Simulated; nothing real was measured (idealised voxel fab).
Process module, titled voxel ribs on slabs
The cross-section on display is named cut; it measures 260 nm wide, and its cells are 5 nm squares.
If you're reading a cross-section in this doc, picture square cells in a grid; it comes to you as bands, top ones listed first down to the bottom, and a band can be one or more rows of cells. A band entry consists of two parts. The first gives the height of the band's top and the height of its bottom, in nm. The rest lists the band's materials from left to right, each with its width in nm. A single material labelled with the word "everywhere" fills the band from edge to edge, and the word "blank" marks empty space. Height datum 0, below which the as-received substrate wafer is one material. Lowest band open at the bottom, running downward: "0 and below". With a width like "30->40", each row of cells in the band differs from the next by the same amount, the top row carrying the first number and the bottom row the second. It should be understood that the words "all unchanged", when stated for a given step, signify that the cross-section underwent no change in any of its cells during that step. Each empty space that has no open way to the top and spans at least 8 cells appears under "Enclosed void catalog" as width x height at distance, the distance counted from the left edge, all in nm. Heads up: the bit after the settings on a step's line is the simulator's remark on that step. "overlay nm" on a masked step: distance the mask lay right of its planned place, negative for left.

Set out below are the planned steps of the process
1. RECEIVE | material Si
2. DIRECTIONAL_DEP | material SiO2 | thk nm 20
3. DIRECTIONAL_DEP | material polySi | thk nm 25
4. MASKED_ETCH | tone cover | mask id RIB | width nm 20 | etch materials polySi | depth nm 20 | overlay nm 0
5. DIRECTIONAL_DEP | material aC | thk nm 15
6. PATTERN | tone cover | mask id SLAB | material resist | width nm 60 | thk nm 35 | overlay nm 0
7. DIRECTIONAL_ETCH | etch materials aC | depth nm 15
8. STRIP | etch materials resist
9. DIRECTIONAL_ETCH | etch materials polySi | depth nm 5
10. STRIP | etch materials aC
11. FILL_DEP | material SiO2 | thk nm 15
12. CMP | height nm 55
13. DIRECTIONAL_DEP | material TiN | thk nm 5
14. DIRECTIONAL_DEP | material aC | thk nm 10
15. PATTERN | tone cover | mask id HEATER | material resist | width nm 30 | thk nm 30 | overlay nm 0
16. DIRECTIONAL_ETCH | etch materials aC | depth nm 10
17. STRIP | etch materials resist
18. DIRECTIONAL_ETCH | etch materials TiN | depth nm 5
19. STRIP | etch materials aC
20. CONFORMAL_DEP | material SiN | thk nm 10

Concerning the first of two wafers, which was run in accordance with the plan

Cross-section, incoming material, after step 1
	0 and below  Si everywhere
	Enclosed void catalog: none

Wafer after step 2 (cross-section)
	20 down to 0  SiO2 everywhere
	Rest of section, below 0: as before.

Wafer after step 3 (cross-section)
	45 down to 20  polySi everywhere
	Rest of section, below 20: as before.

Wafer after step 4 (cross-section)
	45 down to 25  blank: 120, polySi: 20, blank: 120
	Rest of section, below 25: as before.

Wafer after step 5 (cross-section)
	60 down to 45  blank: 120, aC: 20, blank: 120
	45 down to 40  blank: 120, polySi: 20, blank: 120
	40 down to 25  aC: 120, polySi: 20, aC: 120
	Rest of section, below 25: as before.

Wafer after step 6 (cross-section)
	95 down to 60  blank: 100, resist: 60, blank: 100
	60 down to 45  blank: 100, resist: 20, aC: 20, resist: 20, blank: 100
	45 down to 40  blank: 100, resist: 20, polySi: 20, resist: 20, blank: 100
	Rest of section, below 40: as before.

Wafer after step 7 (cross-section)
	80 down to 60  blank: 100, resist: 60, blank: 100
	60 down to 45  blank: 100, resist: 20, aC: 20, resist: 20, blank: 100
	45 down to 40  blank: 100, resist: 20, polySi: 20, resist: 20, blank: 100
	40 down to 25  blank: 100, aC: 20, polySi: 20, aC: 20, blank: 100
	Rest of section, below 25: as before.

Wafer after step 8 (cross-section)
	60 down to 45  blank: 120, aC: 20, blank: 120
	45 down to 40  blank: 120, polySi: 20, blank: 120
	Rest of section, below 40: as before.

Wafer after step 9 (cross-section)
	60 down to 45  blank: 120, aC: 20, blank: 120
	45 down to 40  blank: 120, polySi: 20, blank: 120
	40 down to 25  blank: 100, aC: 20, polySi: 20, aC: 20, blank: 100
	25 down to 20  blank: 100, polySi: 60, blank: 100
	Rest of section, below 20: as before.

Wafer after step 10 (cross-section)
	45 down to 25  blank: 120, polySi: 20, blank: 120
	Rest of section, below 25: as before.

Wafer after step 11 (cross-section)
	60 down to 45  SiO2 everywhere
	45 down to 25  SiO2: 120, polySi: 20, SiO2: 120
	25 down to 20  SiO2: 100, polySi: 60, SiO2: 100
	Rest of section, below 20: as before.

Wafer after step 12 (cross-section)
	55 down to 45  SiO2 everywhere
	Rest of section, below 45: as before.

Wafer after step 13 (cross-section)
	60 down to 55  TiN everywhere
	Rest of section, below 55: as before.

Wafer after step 14 (cross-section)
	70 down to 60  aC everywhere
	Rest of section, below 60: as before.

Wafer after step 15 (cross-section)
	100 down to 70  blank: 115, resist: 30, blank: 115
	Rest of section, below 70: as before.

Wafer after step 16 (cross-section)
	90 down to 70  blank: 115, resist: 30, blank: 115
	70 down to 60  blank: 115, aC: 30, blank: 115
	Rest of section, below 60: as before.

Wafer after step 17 (cross-section)
	70 down to 60  blank: 115, aC: 30, blank: 115
	Rest of section, below 60: as before.

Wafer after step 18 (cross-section)
	70 down to 60  blank: 115, aC: 30, blank: 115
	60 down to 55  blank: 115, TiN: 30, blank: 115
	Rest of section, below 55: as before.

Wafer after step 19 (cross-section)
	60 down to 55  blank: 115, TiN: 30, blank: 115
	Rest of section, below 55: as before.

Wafer after step 20 (cross-section)
	70 down to 65  blank: 105, SiN: 50, blank: 105
	65 down to 60  SiN everywhere
	60 down to 55  SiN: 115, TiN: 30, SiN: 115
	Rest of section, below 55: as before.

Wafer two of the pair: same origin, same plan, one error during the run; identical to wafer one up to and including step 3

Planned end of step 4: second wafer, cross-section
	45 down to 25  blank: 115, polySi: 20, blank: 125
	Rest of section, below 25: as before.

Planned end of step 5: second wafer, cross-section
	60 down to 45  blank: 115, aC: 20, blank: 125
	45 down to 40  blank: 115, polySi: 20, blank: 125
	40 down to 25  aC: 115, polySi: 20, aC: 125
	Rest of section, below 25: as before.

Planned end of step 6: second wafer, cross-section
	95 down to 60  blank: 100, resist: 60, blank: 100
	60 down to 45  blank: 100, resist: 15, aC: 20, resist: 25, blank: 100
	45 down to 40  blank: 100, resist: 15, polySi: 20, resist: 25, blank: 100
	Rest of section, below 40: as before.

Planned end of step 7: second wafer, cross-section
	80 down to 60  blank: 100, resist: 60, blank: 100
	60 down to 45  blank: 100, resist: 15, aC: 20, resist: 25, blank: 100
	45 down to 40  blank: 100, resist: 15, polySi: 20, resist: 25, blank: 100
	40 down to 25  blank: 100, aC: 15, polySi: 20, aC: 25, blank: 100
	Rest of section, below 25: as before.

Planned end of step 8: second wafer, cross-section
	60 down to 45  blank: 115, aC: 20, blank: 125
	45 down to 40  blank: 115, polySi: 20, blank: 125
	Rest of section, below 40: as before.

Planned end of step 9: second wafer, cross-section
	60 down to 45  blank: 115, aC: 20, blank: 125
	45 down to 40  blank: 115, polySi: 20, blank: 125
	40 down to 25  blank: 100, aC: 15, polySi: 20, aC: 25, blank: 100
	25 down to 20  blank: 100, polySi: 60, blank: 100
	Rest of section, below 20: as before.

Planned end of step 10: second wafer, cross-section
	45 down to 25  blank: 115, polySi: 20, blank: 125
	Rest of section, below 25: as before.

Planned end of step 11: second wafer, cross-section
	60 down to 45  SiO2 everywhere
	45 down to 25  SiO2: 115, polySi: 20, SiO2: 125
	25 down to 20  SiO2: 100, polySi: 60, SiO2: 100
	Rest of section, below 20: as before.

Planned end of step 12: second wafer, cross-section
	55 down to 45  SiO2 everywhere
	Rest of section, below 45: as before.

Planned end of step 13: second wafer, cross-section
	60 down to 55  TiN everywhere
	Rest of section, below 55: as before.

Planned end of step 14: second wafer, cross-section
	70 down to 60  aC everywhere
	Rest of section, below 60: as before.

Planned end of step 15: second wafer, cross-section
	100 down to 70  blank: 115, resist: 30, blank: 115
	Rest of section, below 70: as before.

Planned end of step 16: second wafer, cross-section
	90 down to 70  blank: 115, resist: 30, blank: 115
	70 down to 60  blank: 115, aC: 30, blank: 115
	Rest of section, below 60: as before.

Planned end of step 17: second wafer, cross-section
	70 down to 60  blank: 115, aC: 30, blank: 115
	Rest of section, below 60: as before.

Planned end of step 18: second wafer, cross-section
	70 down to 60  blank: 115, aC: 30, blank: 115
	60 down to 55  blank: 115, TiN: 30, blank: 115
	Rest of section, below 55: as before.

Planned end of step 19: second wafer, cross-section
	60 down to 55  blank: 115, TiN: 30, blank: 115
	Rest of section, below 55: as before.

Planned end of step 20: second wafer, cross-section
	70 down to 65  blank: 105, SiN: 50, blank: 105
	65 down to 60  SiN everywhere
	60 down to 55  SiN: 115, TiN: 30, SiN: 115
	Rest of section, below 55: as before.
What was the processing mistake? step 4 was run on a setting that differed from the plan, and what really ran there is MASKED_ETCH | tone cover | mask id RIB | width nm 20 | etch materials polySi | depth nm 20 | overlay nm -5
Heads up: at the end the two wafers have identical cell counts per material, they're just laid out differently.
